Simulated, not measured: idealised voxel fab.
The name of this process module is voxel double patterning.
Pictured: cross-section cut, 180 nm wide, on a grid of 5 nm square cells.
Cross-sections here: square-cell grids, written as top-down lists of bands, a band being one or more rows of cells. First you get the band's top height and its bottom height, in nm, and then the materials it's made of, left to right, with each width in nm. If you see a single material with "everywhere", that one covers the band edge to edge. "air" is empty space. It should be noted that heights are counted from 0, beneath which the wafer as supplied is of one material throughout, and that the lowest band possesses no lower boundary but continues downward, as written in "from 0 down". Note: "30 to 40" means the width goes from the first number (top row of the band) to the second number (bottom row) in equal steps per row of cells. For the purposes of this document, the phrase "no change" attached to a step denotes that no cell within the cross-section was modified by that step. Heads up: "Sealed void listing" only lists the empty pockets with no open path to the top that are 8 cells or more, and it writes them as width x height at distance, distance from the left edge, in nm. Whatever follows a step's settings on its line is a remark the simulator itself makes about that step. Among the settings permitted on a step's line is "overlay nm"; applied to a step with a mask, it specifies the extent to which the mask lay to the right of its planned position, whereas a negative figure signifies a position to the left.

## Process steps - plan
step 1: RECEIVE: material Si
step 2: CONFORMAL_DEP: material SiO2, thk nm 5
step 3: DIRECTIONAL_DEP: material W, thk nm 20
step 4: DIRECTIONAL_DEP: material SiCN, thk nm 5
step 5: MASKED_ETCH: tone open, mask id FIRST, width nm 15, pitch nm 50, etch materials SiCN, depth nm 5, overlay nm 0
step 6: PATTERN: tone open, mask id SECOND, material resist, width nm 15, pitch nm 50, thk nm 15, overlay nm 0
step 7: DIRECTIONAL_ETCH: etch materials SiCN, depth nm 5
step 8: STRIP: etch materials resist
step 9: DIRECTIONAL_ETCH: etch materials W, depth nm 20
step 10: STRIP: etch materials SiCN

## Cross-section: wafer on arrival = after step 1
    from 0 down = Si everywhere
    Sealed void listing: none

## Here's the cross-section of the first of our two wafers at the end of the module - it ran as planned
    from 25 to 5 = 30 nm W | 15 nm air | 10 nm W | 15 nm air | 10 nm W | 15 nm air | 10 nm W | 15 nm air | 10 nm W | 15 nm air | 35 nm W
    from 5 to 0 = SiO2 everywhere
    from 0 down = Si everywhere
    Sealed void listing: none

## This is the second of the two wafers, cross-sectioned at the end of the module; it started exactly like the first and was given the same plan, but it was run with one mistake
    from 25 to 20 = SiO2 everywhere
    from 20 to 0 = W everywhere
    from 0 down = Si everywhere
    Sealed void listing: none
Where did the run depart from the plan? contrary to the plan, steps 2 and 3 were processed in exchanged order
It is noted that, at the conclusion of processing, the second wafer exhibits a higher or lower cell count for certain materials relative to the first: W +60
